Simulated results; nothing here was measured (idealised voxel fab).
This section sets out a process module, namely voxel gate over fins.
In the cross-section labelled cut, the width is 230 nm and each square cell is 5 nm.
Bands, listed from the top down, are how a cross-section gets written in this document; the cross-section itself is a grid of square cells, and a band is one or more rows of them.
Per band: top height and bottom height in nm, followed by the left-to-right materials and their widths in nm; "full width" marks a single material spanning edge to edge, "blank" marks empty space.
The level at which height equals 0 is the one under which the wafer, as it arrives, is entirely one material. No lower edge exists for the bottom band, which continues downward and is notated as in "from 0 down".
A width such as "30->40" changes by the same amount from each row of cells to the next, from the band's top row to its bottom row.
"nothing altered" for a step: no cell of the cross-section changed in that step.
Enclosed voids (no open way to top), threshold 8 cells or more, entry "Non-vented voids", notation width x height at distance, distance from left edge, nm.
On each step's line, the part that comes after the settings is the simulator's own comment on the step.
overlay nm: step with mask; distance mask lay right of planned place; negative value = left of planned place.

Steps planned for the process:
1: RECEIVE | material Si
2: CONFORMAL_DEP | material SiN | thk nm 5
3: MASKED_ETCH | tone cover | mask id FINS | width nm 15 | pitch nm 45 | etch materials SiN | depth nm 5 | overlay nm 0
4: MASKED_ETCH | tone cover | mask id FINS | width nm 15 | pitch nm 45 | etch materials Si | depth nm 40 | overlay nm 0
5: FILL_DEP | material SiO2 | thk nm 5
6: CMP | height nm 5
7: SELECTIVE_ETCH | etch materials SiO2 | depth nm 15
8: STRIP | etch materials SiN
9: CONFORMAL_DEP | material HfO2 | thk nm 5
10: CONFORMAL_DEP | material TiN | thk nm 5
11: FILL_DEP | material W | thk nm 10
12: CMP | height nm 15
13: CONFORMAL_DEP | material SiCN | thk nm 5

Cross-section: wafer on arrival = after step 1:
  from 0 down: Si full width
  Non-vented voids: none

Cross-section taken at module completion on the first of two wafers; processed per the plan:
  from 20 to 15: SiCN full width
  from 15 to 10: W full width
  from 10 to 5: W 75; TiN 35; W 10; TiN 35; W 75
  from 5 to 0: W 75; TiN 5; HfO2 25; TiN 5; W 10; TiN 5; HfO2 25; TiN 5; W 75
  from 0 to -5: TiN 80; HfO2 5; Si 15; HfO2 5; TiN 20; HfO2 5; Si 15; HfO2 5; TiN 80
  from -5 to -10: HfO2 85; Si 15; HfO2 30; Si 15; HfO2 85
  from -10 to -40: SiO2 85; Si 15; SiO2 30; Si 15; SiO2 85
  from -40 down: Si full width
  Non-vented voids: none

Module end: cross-section of wafer two of two. Same start and process plan as the first wafer. One mistake during execution:
  from 20 to 15: SiCN full width
  from 15 to 10: W full width
  from 10 to 0: W 75; HfO2 35; W 10; HfO2 35; W 75
  from 0 to -10: HfO2 85; Si 15; HfO2 30; Si 15; HfO2 85
  from -10 to -40: SiO2 85; Si 15; SiO2 30; Si 15; SiO2 85
  from -40 down: Si full width
  Non-vented voids: none
Where did the run depart from the plan? step 10 deviated from plan and actually ran as CONFORMAL_DEP | material HfO2 | thk nm 5
Cell-count delta at end, second wafer over first, by material: HfO2 +54; TiN -54
